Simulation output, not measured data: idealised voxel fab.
process module | voxel self aligned vias
Cross-sectional view cut (width: 285 nm; square cell size: 5 nm).
Each cross-section below is a grid of square cells, stated as bands in top-down order, with one or more rows of cells making up each band. Band entry format. Leading values: height of top, height of bottom, nm. Remainder: materials in left-to-right order, each with its width in nm. Special words: "full width" on a single material, which then fills the band edge to edge; "blank", empty space. Heights are measured from 0, the level below which the as-received wafer is all one material; the lowest band has no bottom and continues downward, written as in "0..down". The expression "30 to 40" gives the width at the extremes of the band, the first number at its top row of cells and the second at its bottom row, with the width changing by equal amounts from each row to the next in between. "nothing got changed" (step): cross-section cells unchanged, all of them. "Closed void table" lists enclosed empty spaces (at least 8 cells, no open path upward to the top), each as width x height at distance from the left edge, in nm. On a step's line, text after the settings is the simulator commenting on that step. Steps that use a mask can have "overlay nm" on their line. It says how far the mask sat to the right of where it was meant to be. Negative means to the left.

**Process steps foreseen in the plan**
1 RECEIVE | material Si
2 CONFORMAL_DEP | material SiO2 | thk nm 10
3 CONFORMAL_DEP | material SiCN | thk nm 5
4 DIRECTIONAL_DEP | material SiO2 | thk nm 30
5 DIRECTIONAL_DEP | material aC | thk nm 10
6 PATTERN | tone open | mask id LINES | material resist | width nm 25 | pitch nm 60 | thk nm 25 | overlay nm 0
7 DIRECTIONAL_ETCH | etch materials aC | depth nm 10
8 STRIP | etch materials resist
9 DIRECTIONAL_ETCH | etch materials SiO2 | depth nm 30
10 STRIP | etch materials aC
11 CONFORMAL_DEP | material TiN | thk nm 5
12 FILL_DEP | material Ru | thk nm 10
13 CMP | height nm 45
14 SELECTIVE_ETCH | etch materials W Ru TiN | depth nm 10
15 FILL_DEP | material SiN | thk nm 10
16 CMP | height nm 45
17 DIRECTIONAL_DEP | material SiO2 | thk nm 20
18 DIRECTIONAL_DEP | material aC | thk nm 10
19 PATTERN | tone open | mask id VIAS | material resist | width nm 45 | pitch nm 60 | thk nm 30 | overlay nm 0
20 DIRECTIONAL_ETCH | etch materials aC | depth nm 10
21 STRIP | etch materials resist
22 DIRECTIONAL_ETCH | etch materials SiO2 | depth nm 20
23 DIRECTIONAL_ETCH | etch materials SiN | depth nm 10
24 STRIP | etch materials aC
25 CONFORMAL_DEP | material TiN | thk nm 5
26 FILL_DEP | material Cu | thk nm 5
27 CMP | height nm 65
28 CONFORMAL_DEP | material SiN | thk nm 5

**The first wafer of two, processed as planned**

**As-received state of the wafer in cross-section, equivalent to post-step 1**
    0..down | Si full width
    Closed void table: none

**Cross-section: wafer state after step 2**
    10..0 | SiO2 full width
    Lower than 0, everything is as it was.

**Cross-section: wafer state after step 3**
    15..10 | SiCN full width
    Lower than 10, everything is as it was.

**Cross-section: wafer state after step 4**
    45..15 | SiO2 full width
    Lower than 15, everything is as it was.

**Cross-section: wafer state after step 5**
    55..45 | aC full width
    Lower than 45, everything is as it was.

**Cross-section: wafer state after step 6**
    80..55 | resist: 70, blank: 25, resist: 35, blank: 25, resist: 35, blank: 25, resist: 70
    Lower than 55, everything is as it was.

**Cross-section: wafer state after step 7**
    70..55 | resist: 70, blank: 25, resist: 35, blank: 25, resist: 35, blank: 25, resist: 70
    55..45 | aC: 70, blank: 25, aC: 35, blank: 25, aC: 35, blank: 25, aC: 70
    Lower than 45, everything is as it was.

**Cross-section: wafer state after step 8**
    55..45 | aC: 70, blank: 25, aC: 35, blank: 25, aC: 35, blank: 25, aC: 70
    Lower than 45, everything is as it was.

**Cross-section: wafer state after step 9**
    55..45 | aC: 70, blank: 25, aC: 35, blank: 25, aC: 35, blank: 25, aC: 70
    45..15 | SiO2: 70, blank: 25, SiO2: 35, blank: 25, SiO2: 35, blank: 25, SiO2: 70
    Lower than 15, everything is as it was.

**Cross-section: wafer state after step 10**
    45..15 | SiO2: 70, blank: 25, SiO2: 35, blank: 25, SiO2: 35, blank: 25, SiO2: 70
    Lower than 15, everything is as it was.

**Cross-section: wafer state after step 11**
    50..45 | TiN: 75, blank: 15, TiN: 45, blank: 15, TiN: 45, blank: 15, TiN: 75
    45..20 | SiO2: 70, TiN: 5, blank: 15, TiN: 5, SiO2: 35, TiN: 5, blank: 15, TiN: 5, SiO2: 35, TiN: 5, blank: 15, TiN: 5, SiO2: 70
    20..15 | SiO2: 70, TiN: 25, SiO2: 35, TiN: 25, SiO2: 35, TiN: 25, SiO2: 70
    Lower than 15, everything is as it was.

**Cross-section: wafer state after step 12**
    60..50 | Ru full width
    50..45 | TiN: 75, Ru: 15, TiN: 45, Ru: 15, TiN: 45, Ru: 15, TiN: 75
    45..20 | SiO2: 70, TiN: 5, Ru: 15, TiN: 5, SiO2: 35, TiN: 5, Ru: 15, TiN: 5, SiO2: 35, TiN: 5, Ru: 15, TiN: 5, SiO2: 70
    Lower than 20, everything is as it was.

**Cross-section: wafer state after step 13**
    45..20 | SiO2: 70, TiN: 5, Ru: 15, TiN: 5, SiO2: 35, TiN: 5, Ru: 15, TiN: 5, SiO2: 35, TiN: 5, Ru: 15, TiN: 5, SiO2: 70
    Lower than 20, everything is as it was.

**Cross-section: wafer state after step 14**
    45..35 | SiO2: 70, blank: 25, SiO2: 35, blank: 25, SiO2: 35, blank: 25, SiO2: 70
    Lower than 35, everything is as it was.

**Cross-section: wafer state after step 15**
    55..45 | SiN full width
    45..35 | SiO2: 70, SiN: 25, SiO2: 35, SiN: 25, SiO2: 35, SiN: 25, SiO2: 70
    Lower than 35, everything is as it was.

**Cross-section: wafer state after step 16**
    45..35 | SiO2: 70, SiN: 25, SiO2: 35, SiN: 25, SiO2: 35, SiN: 25, SiO2: 70
    Lower than 35, everything is as it was.

**Cross-section: wafer state after step 17**
    65..45 | SiO2 full width
    Lower than 45, everything is as it was.

**Cross-section: wafer state after step 18**
    75..65 | aC full width
    Lower than 65, everything is as it was.

**Cross-section: wafer state after step 19**
    105..75 | resist: 60, blank: 45, resist: 15, blank: 45, resist: 15, blank: 45, resist: 60
    Lower than 75, everything is as it was.

**Cross-section: wafer state after step 20**
    95..75 | resist: 60, blank: 45, resist: 15, blank: 45, resist: 15, blank: 45, resist: 60
    75..65 | aC: 60, blank: 45, aC: 15, blank: 45, aC: 15, blank: 45, aC: 60
    Lower than 65, everything is as it was.

**Cross-section: wafer state after step 21**
    75..65 | aC: 60, blank: 45, aC: 15, blank: 45, aC: 15, blank: 45, aC: 60
    Lower than 65, everything is as it was.

**Cross-section: wafer state after step 22**
    75..65 | aC: 60, blank: 45, aC: 15, blank: 45, aC: 15, blank: 45, aC: 60
    65..45 | SiO2: 60, blank: 45, SiO2: 15, blank: 45, SiO2: 15, blank: 45, SiO2: 60
    Lower than 45, everything is as it was.

**Cross-section: wafer state after step 23**
    75..65 | aC: 60, blank: 45, aC: 15, blank: 45, aC: 15, blank: 45, aC: 60
    65..45 | SiO2: 60, blank: 45, SiO2: 15, blank: 45, SiO2: 15, blank: 45, SiO2: 60
    45..35 | SiO2: 70, blank: 25, SiO2: 35, blank: 25, SiO2: 35, blank: 25, SiO2: 70
    Lower than 35, everything is as it was.

**Cross-section: wafer state after step 24**
    65..45 | SiO2: 60, blank: 45, SiO2: 15, blank: 45, SiO2: 15, blank: 45, SiO2: 60
    Lower than 45, everything is as it was.

**Cross-section: wafer state after step 25**
    70..65 | TiN: 65, blank: 35, TiN: 25, blank: 35, TiN: 25, blank: 35, TiN: 65
    65..50 | SiO2: 60, TiN: 5, blank: 35, TiN: 5, SiO2: 15, TiN: 5, blank: 35, TiN: 5, SiO2: 15, TiN: 5, blank: 35, TiN: 5, SiO2: 60
    50..40 | SiO2: 60 to 70, TiN: 15 to 5, blank: 15, TiN: 15 to 5, SiO2: 15 to 35, TiN: 15 to 5, blank: 15, TiN: 15 to 5, SiO2: 15 to 35, TiN: 15 to 5, blank: 15, TiN: 15 to 5, SiO2: 60 to 70
    40..35 | SiO2: 70, TiN: 25, SiO2: 35, TiN: 25, SiO2: 35, TiN: 25, SiO2: 70
    Lower than 35, everything is as it was.

**Cross-section: wafer state after step 26**
    75..70 | Cu full width
    70..65 | TiN: 65, Cu: 35, TiN: 25, Cu: 35, TiN: 25, Cu: 35, TiN: 65
    65..50 | SiO2: 60, TiN: 5, Cu: 35, TiN: 5, SiO2: 15, TiN: 5, Cu: 35, TiN: 5, SiO2: 15, TiN: 5, Cu: 35, TiN: 5, SiO2: 60
    50..40 | SiO2: 60 to 70, TiN: 15 to 5, Cu: 15, TiN: 15 to 5, SiO2: 15 to 35, TiN: 15 to 5, Cu: 15, TiN: 15 to 5, SiO2: 15 to 35, TiN: 15 to 5, Cu: 15, TiN: 15 to 5, SiO2: 60 to 70
    Lower than 40, everything is as it was.

**Cross-section: wafer state after step 27**
    65..50 | SiO2: 60, TiN: 5, Cu: 35, TiN: 5, SiO2: 15, TiN: 5, Cu: 35, TiN: 5, SiO2: 15, TiN: 5, Cu: 35, TiN: 5, SiO2: 60
    Lower than 50, everything is as it was.

**Cross-section: wafer state after step 28**
    70..65 | SiN full width
    Lower than 65, everything is as it was.

**The Second Wafer: Common Origin and Plan, One Mistake in Execution, Identical to the First Through Step 5**

**when step 6 should have ended**
    80..55 | resist: 70, blank: 30, resist: 30, blank: 30, resist: 30, blank: 30, resist: 65
    Lower than 55, everything is as it was.

**when step 7 should have ended**
    70..55 | resist: 70, blank: 30, resist: 30, blank: 30, resist: 30, blank: 30, resist: 65
    55..45 | aC: 70, blank: 30, aC: 30, blank: 30, aC: 30, blank: 30, aC: 65
    Lower than 45, everything is as it was.

**when step 8 should have ended**
    55..45 | aC: 70, blank: 30, aC: 30, blank: 30, aC: 30, blank: 30, aC: 65
    Lower than 45, everything is as it was.

**when step 9 should have ended**
    55..45 | aC: 70, blank: 30, aC: 30, blank: 30, aC: 30, blank: 30, aC: 65
    45..15 | SiO2: 70, blank: 30, SiO2: 30, blank: 30, SiO2: 30, blank: 30, SiO2: 65
    Lower than 15, everything is as it was.

**when step 10 should have ended**
    45..15 | SiO2: 70, blank: 30, SiO2: 30, blank: 30, SiO2: 30, blank: 30, SiO2: 65
    Lower than 15, everything is as it was.

**when step 11 should have ended**
    50..45 | TiN: 75, blank: 20, TiN: 40, blank: 20, TiN: 40, blank: 20, TiN: 70
    45..20 | SiO2: 70, TiN: 5, blank: 20, TiN: 5, SiO2: 30, TiN: 5, blank: 20, TiN: 5, SiO2: 30, TiN: 5, blank: 20, TiN: 5, SiO2: 65
    20..15 | SiO2: 70, TiN: 30, SiO2: 30, TiN: 30, SiO2: 30, TiN: 30, SiO2: 65
    Lower than 15, everything is as it was.

**when step 12 should have ended**
    60..50 | Ru full width
    50..45 | TiN: 75, Ru: 20, TiN: 40, Ru: 20, TiN: 40, Ru: 20, TiN: 70
    45..20 | SiO2: 70, TiN: 5, Ru: 20, TiN: 5, SiO2: 30, TiN: 5, Ru: 20, TiN: 5, SiO2: 30, TiN: 5, Ru: 20, TiN: 5, SiO2: 65
    Lower than 20, everything is as it was.

**when step 13 should have ended**
    45..20 | SiO2: 70, TiN: 5, Ru: 20, TiN: 5, SiO2: 30, TiN: 5, Ru: 20, TiN: 5, SiO2: 30, TiN: 5, Ru: 20, TiN: 5, SiO2: 65
    Lower than 20, everything is as it was.

**when step 14 should have ended**
    45..35 | SiO2: 70, blank: 30, SiO2: 30, blank: 30, SiO2: 30, blank: 30, SiO2: 65
    Lower than 35, everything is as it was.

**when step 15 should have ended**
    55..45 | SiN full width
    45..35 | SiO2: 70, SiN: 30, SiO2: 30, SiN: 30, SiO2: 30, SiN: 30, SiO2: 65
    Lower than 35, everything is as it was.

**when step 16 should have ended**
    45..35 | SiO2: 70, SiN: 30, SiO2: 30, SiN: 30, SiO2: 30, SiN: 30, SiO2: 65
    Lower than 35, everything is as it was.

**when step 17 should have ended**
    65..45 | SiO2 full width
    Lower than 45, everything is as it was.

**when step 18 should have ended**
    75..65 | aC full width
    Lower than 65, everything is as it was.

**when step 19 should have ended**
    105..75 | resist: 60, blank: 45, resist: 15, blank: 45, resist: 15, blank: 45, resist: 60
    Lower than 75, everything is as it was.

**when step 20 should have ended**
    95..75 | resist: 60, blank: 45, resist: 15, blank: 45, resist: 15, blank: 45, resist: 60
    75..65 | aC: 60, blank: 45, aC: 15, blank: 45, aC: 15, blank: 45, aC: 60
    Lower than 65, everything is as it was.

**when step 21 should have ended**
    75..65 | aC: 60, blank: 45, aC: 15, blank: 45, aC: 15, blank: 45, aC: 60
    Lower than 65, everything is as it was.

**when step 22 should have ended**
    75..65 | aC: 60, blank: 45, aC: 15, blank: 45, aC: 15, blank: 45, aC: 60
    65..45 | SiO2: 60, blank: 45, SiO2: 15, blank: 45, SiO2: 15, blank: 45, SiO2: 60
    Lower than 45, everything is as it was.

**when step 23 should have ended**
    75..65 | aC: 60, blank: 45, aC: 15, blank: 45, aC: 15, blank: 45, aC: 60
    65..45 | SiO2: 60, blank: 45, SiO2: 15, blank: 45, SiO2: 15, blank: 45, SiO2: 60
    45..35 | SiO2: 70, blank: 30, SiO2: 30, blank: 30, SiO2: 30, blank: 30, SiO2: 65
    Lower than 35, everything is as it was.

**when step 24 should have ended**
    65..45 | SiO2: 60, blank: 45, SiO2: 15, blank: 45, SiO2: 15, blank: 45, SiO2: 60
    Lower than 45, everything is as it was.

**when step 25 should have ended**
    70..65 | TiN: 65, blank: 35, TiN: 25, blank: 35, TiN: 25, blank: 35, TiN: 65
    65..50 | SiO2: 60, TiN: 5, blank: 35, TiN: 5, SiO2: 15, TiN: 5, blank: 35, TiN: 5, SiO2: 15, TiN: 5, blank: 35, TiN: 5, SiO2: 60
    50..40 | SiO2: 60 to 70, TiN: 15 to 5, blank: 20, TiN: 10 to 5, SiO2: 15 to 30, TiN: 15 to 5, blank: 20, TiN: 10 to 5, SiO2: 15 to 30, TiN: 15 to 5, blank: 20, TiN: 10 to 5, SiO2: 60 to 65
    40..35 | SiO2: 70, TiN: 30, SiO2: 30, TiN: 30, SiO2: 30, TiN: 30, SiO2: 65
    Lower than 35, everything is as it was.

**when step 26 should have ended**
    75..70 | Cu full width
    70..65 | TiN: 65, Cu: 35, TiN: 25, Cu: 35, TiN: 25, Cu: 35, TiN: 65
    65..50 | SiO2: 60, TiN: 5, Cu: 35, TiN: 5, SiO2: 15, TiN: 5, Cu: 35, TiN: 5, SiO2: 15, TiN: 5, Cu: 35, TiN: 5, SiO2: 60
    50..40 | SiO2: 60 to 70, TiN: 15 to 5, Cu: 20, TiN: 10 to 5, SiO2: 15 to 30, TiN: 15 to 5, Cu: 20, TiN: 10 to 5, SiO2: 15 to 30, TiN: 15 to 5, Cu: 20, TiN: 10 to 5, SiO2: 60 to 65
    Lower than 40, everything is as it was.

**when step 27 should have ended**
    65..50 | SiO2: 60, TiN: 5, Cu: 35, TiN: 5, SiO2: 15, TiN: 5, Cu: 35, TiN: 5, SiO2: 15, TiN: 5, Cu: 35, TiN: 5, SiO2: 60
    Lower than 50, everything is as it was.

**when step 28 should have ended**
    70..65 | SiN full width
    Lower than 65, everything is as it was.
What was done differently from what was planned? so step 6 ended up running with a different setting than we planned, it ran as PATTERN | tone open | mask id LINES | material resist | width nm 30 | pitch nm 60 | thk nm 25 | overlay nm 0
Final tally in cells, some materials are higher or lower on the second wafer than on the first: Cu +6, Ru +9, SiO2 -18, TiN +3
